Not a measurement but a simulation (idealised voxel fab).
Process module name: voxel released beams
The cross-section on display is named cut; it measures 260 nm wide, and its cells are 5 nm squares.
Format of a cross-section: grid, square cells. Given as bands. Order: top down. Band: one or more rows of cells. Within each band entry, the heights of the top and of the bottom of the band appear first, in that order and in nm; the materials of the band then follow from left to right, each with its corresponding width in nm. The designation "full width" on a single material indicates that it fills the band from edge to edge; the designation "empty" indicates empty space. Heights from 0 (as-received wafer is one material below). Bottom band endless downward, as "0 and below". Graded width ("30->40"): value in top row of band = first number; value in bottom row = second number; row-to-row change constant. "stayed the same" means the step left every cell of the cross-section as it was. Look at "Sealed voids" for the closed voids: empty spaces with no open path to the top, sized 8 cells or up. Each is width x height at distance, distance from the left edge, all nm. Post-settings text on a step line: simulator's own remark regarding the step. A step line may carry the setting "overlay nm", which, for steps involving a mask, states the distance by which the mask lay to the right of its intended position; negative values denote displacement to the left.
## Steps in the process plan
1 op RECEIVE | material Si
2 op CONFORMAL_DEP | material Al2O3 | thk nm 10
3 op DIRECTIONAL_DEP | material SiO2 | thk nm 20
4 op MASKED_ETCH | tone open | mask id ANCHOR | width nm 45 | etch materials SiO2 | depth nm 20 | overlay nm 0
5 op CONFORMAL_DEP | material W | thk nm 15
6 op MASKED_ETCH | tone cover | mask id BEAM | width nm 95 | etch materials W | depth nm 15 | overlay nm 0
7 op STRIP | etch materials SiO2
## Here's what the wafer looked like in cross-section when it arrived - that's after step 1
    0 and below | Si full width
    Sealed voids: none
## First of two wafers, end-of-module section, run followed plan
    45 down to 30 | empty 80 | W 20 | empty 15 | W 60 | empty 85
    30 down to 25 | empty 85 | W 15 | empty 15 | W 15 | empty 130
    25 down to 10 | empty 85 | W 45 | empty 130
    10 down to 0 | Al2O3 full width
    0 and below | Si full width
    Sealed voids: none
## Cross-sectional view: second of two wafers, end of module; start and plan identical to the first, one mistake in running
    30 down to 10 | SiO2 85 | empty 45 | SiO2 130
    10 down to 0 | Al2O3 full width
    0 and below | Si full width
    Sealed voids: none
Plan not followed: planned and actual differ for step 7; actual: op STRIP | etch materials W
Once processing is complete, comparing cell counts shows that the second wafer has more or fewer of certain materials than the first: 172 more of SiO2, 81 fewer of W
